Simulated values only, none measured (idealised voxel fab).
You're looking at the process module voxel double patterning.
Section shown: cut. Width: 290 nm. Cell size: 5 nm, square.
Cross-sections here: square-cell grids, written as top-down lists of bands, a band being one or more rows of cells.
Top height, bottom height, nm. Materials left to right, width each, nm. Single material + "throughout" = fills band edge to edge. "blank" = empty.
Height datum 0, below which the as-received substrate wafer is one material. Lowest band open at the bottom, running downward: "0 and below".
You'd read "30..40" like this: the band's top row of cells is as wide as the first number, its bottom row is as wide as the second, and going down, every row changes width by the same amount as the row before did.
Key: "no modification" - step with no changed cell in the cross-section.
"Closed void inventory" lists enclosed empty spaces (at least 8 cells, no open path upward to the top), each as width x height at distance from the left edge, in nm.
Post-settings text on a step line: simulator's own remark regarding the step.
overlay nm: on a step with a mask, how far right of its planned place the mask lay; negative means left.

-- Here's what the planned process steps look like
1. RECEIVE: material Si
2. CONFORMAL_DEP: material SiO2, thk nm 5
3. DIRECTIONAL_DEP: material TiN, thk nm 20
4. DIRECTIONAL_DEP: material SiCN, thk nm 10
5. DIRECTIONAL_DEP: material aC, thk nm 10
6. PATTERN: tone open, mask id FIRST, material resist, width nm 15, pitch nm 50, thk nm 25, overlay nm 0
7. DIRECTIONAL_ETCH: etch materials aC, depth nm 10
8. STRIP: etch materials resist
9. DIRECTIONAL_ETCH: etch materials SiCN, depth nm 10
10. STRIP: etch materials aC
11. DIRECTIONAL_DEP: material aC, thk nm 15
12. PATTERN: tone open, mask id SECOND, material resist, width nm 15, pitch nm 50, thk nm 35, overlay nm 0
13. DIRECTIONAL_ETCH: etch materials aC, depth nm 15
14. STRIP: etch materials resist
15. DIRECTIONAL_ETCH: etch materials SiCN, depth nm 10
16. STRIP: etch materials aC
17. DIRECTIONAL_ETCH: etch materials TiN, depth nm 20
18. STRIP: etch materials SiCN

-- As received (post step 1): cross-section
  0 and below | Si throughout
  Closed void inventory: none

-- Wafer cross-section at module end: first of two, run to plan
  25 down to 5 | TiN (85) / blank (15) / TiN (10) / blank (15) / TiN (10) / blank (15) / TiN (10) / blank (15) / TiN (10) / blank (15) / TiN (90)
  5 down to 0 | SiO2 throughout
  0 and below | Si throughout
  Closed void inventory: none

-- Same start, same plan as the first wafer - but one mistake in the run. Cross-section of the second of the two at the end of the module
  20 down to 0 | TiN (85) / blank (15) / TiN (10) / blank (15) / TiN (10) / blank (15) / TiN (10) / blank (15) / TiN (10) / blank (15) / TiN (90)
  0 and below | Si throughout
  Closed void inventory: none
Where did the run depart from the plan? step 2 of the plan was bypassed and not carried out
End of process, cell counts, second wafer against first, materials with more or fewer: SiO2 -58
